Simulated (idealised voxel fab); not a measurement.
Documented hereafter: the process module known as voxel spacer lines.
The cross-section on display is named cut; it measures 185 nm wide, and its cells are 5 nm squares.
The cross-sections in this document take the form of a grid made of square cells. They are written out as bands, in order from top to bottom. Each band consists of one or more rows of cells. Heights first: top, then bottom, in nm. Then materials, left to right, each with a width in nm. "everywhere" on a single material: fills the band edge to edge. "blank": empty space. Heights are measured from 0, the level below which the as-received wafer is all one material; the lowest band has no bottom and continues downward, written as in "top 0, no bottom". Per-row width for "30 to 40": begins at first number (top row of band), ends at second number (bottom row), increment between rows held constant. Where the words "no change occurred" appear for a step, the cross-section shows no cell changed by that step; every cell remained as before. Entry "Enclosed void listing" = empty spaces >= 8 cells with no open way to the top; each as width x height at distance, distance from left edge, all nm. Anything after a step's settings on that line? It's the simulator's own note about the step. "overlay nm" on a masked step: distance the mask lay right of its planned place, negative for left.

Set out below are the planned steps of the process
1) RECEIVE: material Si
2) CONFORMAL_DEP: material Al2O3, thk nm 10
3) DIRECTIONAL_DEP: material SiN, thk nm 10
4) DIRECTIONAL_DEP: material polySi, thk nm 30
5) PATTERN: tone cover, mask id MANDREL, material resist, width nm 20, pitch nm 60, thk nm 40, overlay nm 0
6) DIRECTIONAL_ETCH: etch materials polySi, depth nm 30
7) STRIP: etch materials resist
8) CONFORMAL_DEP: material SiO2, thk nm 10
9) DIRECTIONAL_ETCH: etch materials SiO2, depth nm 10
10) STRIP: etch materials polySi
11) DIRECTIONAL_ETCH: etch materials SiN, depth nm 10
12) STRIP: etch materials SiO2

First of two wafers, with the run carried out as planned

Cross-section of the wafer as it came to us, i.e., already through step 1
  top 0, no bottom: Si everywhere
  Enclosed void listing: none

The following cross-section depicts the wafer upon completion of step 2
  top 10, bottom 0: Al2O3 everywhere
  Everything under 0 stays put, no change at all.

The following cross-section depicts the wafer upon completion of step 3
  top 20, bottom 10: SiN everywhere
  Everything under 10 stays put, no change at all.

The following cross-section depicts the wafer upon completion of step 4
  top 50, bottom 20: polySi everywhere
  Everything under 20 stays put, no change at all.

The following cross-section depicts the wafer upon completion of step 5
  top 90, bottom 50: blank 20 / resist 20 / blank 40 / resist 20 / blank 40 / resist 20 / blank 25
  Everything under 50 stays put, no change at all.

The following cross-section depicts the wafer upon completion of step 6
  top 90, bottom 50: blank 20 / resist 20 / blank 40 / resist 20 / blank 40 / resist 20 / blank 25
  top 50, bottom 20: blank 20 / polySi 20 / blank 40 / polySi 20 / blank 40 / polySi 20 / blank 25
  Everything under 20 stays put, no change at all.

The following cross-section depicts the wafer upon completion of step 7
  top 50, bottom 20: blank 20 / polySi 20 / blank 40 / polySi 20 / blank 40 / polySi 20 / blank 25
  Everything under 20 stays put, no change at all.

The following cross-section depicts the wafer upon completion of step 8
  top 60, bottom 50: blank 10 / SiO2 40 / blank 20 / SiO2 40 / blank 20 / SiO2 40 / blank 15
  top 50, bottom 30: blank 10 / SiO2 10 / polySi 20 / SiO2 10 / blank 20 / SiO2 10 / polySi 20 / SiO2 10 / blank 20 / SiO2 10 / polySi 20 / SiO2 10 / blank 15
  top 30, bottom 20: SiO2 20 / polySi 20 / SiO2 40 / polySi 20 / SiO2 40 / polySi 20 / SiO2 25
  Everything under 20 stays put, no change at all.

The following cross-section depicts the wafer upon completion of step 9
  top 50, bottom 20: blank 10 / SiO2 10 / polySi 20 / SiO2 10 / blank 20 / SiO2 10 / polySi 20 / SiO2 10 / blank 20 / SiO2 10 / polySi 20 / SiO2 10 / blank 15
  Everything under 20 stays put, no change at all.

The following cross-section depicts the wafer upon completion of step 10
  top 50, bottom 20: blank 10 / SiO2 10 / blank 20 / SiO2 10 / blank 20 / SiO2 10 / blank 20 / SiO2 10 / blank 20 / SiO2 10 / blank 20 / SiO2 10 / blank 15
  Everything under 20 stays put, no change at all.

The following cross-section depicts the wafer upon completion of step 11
  top 50, bottom 20: blank 10 / SiO2 10 / blank 20 / SiO2 10 / blank 20 / SiO2 10 / blank 20 / SiO2 10 / blank 20 / SiO2 10 / blank 20 / SiO2 10 / blank 15
  top 20, bottom 10: blank 10 / SiN 10 / blank 20 / SiN 10 / blank 20 / SiN 10 / blank 20 / SiN 10 / blank 20 / SiN 10 / blank 20 / SiN 10 / blank 15
  Everything under 10 stays put, no change at all.

The following cross-section depicts the wafer upon completion of step 12
  top 20, bottom 10: blank 10 / SiN 10 / blank 20 / SiN 10 / blank 20 / SiN 10 / blank 20 / SiN 10 / blank 20 / SiN 10 / blank 20 / SiN 10 / blank 15
  Everything under 10 stays put, no change at all.

Regarding the second of the two wafers: it shared the first wafer's starting condition and process plan, yet one error occurred during its execution. Its history coincides with that of the first wafer up to and including step 4

Second wafer at the planned finish of step 5, seen in cross-section
  top 90, bottom 50: blank 25 / resist 20 / blank 40 / resist 20 / blank 40 / resist 20 / blank 20
  Everything under 50 stays put, no change at all.

Second wafer at the planned finish of step 6, seen in cross-section
  top 90, bottom 50: blank 25 / resist 20 / blank 40 / resist 20 / blank 40 / resist 20 / blank 20
  top 50, bottom 20: blank 25 / polySi 20 / blank 40 / polySi 20 / blank 40 / polySi 20 / blank 20
  Everything under 20 stays put, no change at all.

Second wafer at the planned finish of step 7, seen in cross-section
  top 50, bottom 20: blank 25 / polySi 20 / blank 40 / polySi 20 / blank 40 / polySi 20 / blank 20
  Everything under 20 stays put, no change at all.

Second wafer at the planned finish of step 8, seen in cross-section
  top 60, bottom 50: blank 15 / SiO2 40 / blank 20 / SiO2 40 / blank 20 / SiO2 40 / blank 10
  top 50, bottom 30: blank 15 / SiO2 10 / polySi 20 / SiO2 10 / blank 20 / SiO2 10 / polySi 20 / SiO2 10 / blank 20 / SiO2 10 / polySi 20 / SiO2 10 / blank 10
  top 30, bottom 20: SiO2 25 / polySi 20 / SiO2 40 / polySi 20 / SiO2 40 / polySi 20 / SiO2 20
  Everything under 20 stays put, no change at all.

Second wafer at the planned finish of step 9, seen in cross-section
  top 50, bottom 20: blank 15 / SiO2 10 / polySi 20 / SiO2 10 / blank 20 / SiO2 10 / polySi 20 / SiO2 10 / blank 20 / SiO2 10 / polySi 20 / SiO2 10 / blank 10
  Everything under 20 stays put, no change at all.

Second wafer at the planned finish of step 10, seen in cross-section
  top 50, bottom 20: blank 15 / SiO2 10 / blank 20 / SiO2 10 / blank 20 / SiO2 10 / blank 20 / SiO2 10 / blank 20 / SiO2 10 / blank 20 / SiO2 10 / blank 10
  Everything under 20 stays put, no change at all.

Second wafer at the planned finish of step 11, seen in cross-section
  top 50, bottom 20: blank 15 / SiO2 10 / blank 20 / SiO2 10 / blank 20 / SiO2 10 / blank 20 / SiO2 10 / blank 20 / SiO2 10 / blank 20 / SiO2 10 / blank 10
  top 20, bottom 10: blank 15 / SiN 10 / blank 20 / SiN 10 / blank 20 / SiN 10 / blank 20 / SiN 10 / blank 20 / SiN 10 / blank 20 / SiN 10 / blank 10
  Everything under 10 stays put, no change at all.

Second wafer at the planned finish of step 12, seen in cross-section
  top 20, bottom 10: blank 15 / SiN 10 / blank 20 / SiN 10 / blank 20 / SiN 10 / blank 20 / SiN 10 / blank 20 / SiN 10 / blank 20 / SiN 10 / blank 10
  Everything under 10 stays put, no change at all.
Deviation noted in wafer processing: step 5 ran differently from the plan; actual operation with settings: PATTERN: tone cover, mask id MANDREL, material resist, width nm 20, pitch nm 60, thk nm 40, overlay nm 5
Both wafers, final: cells per material equal; arrangement not.
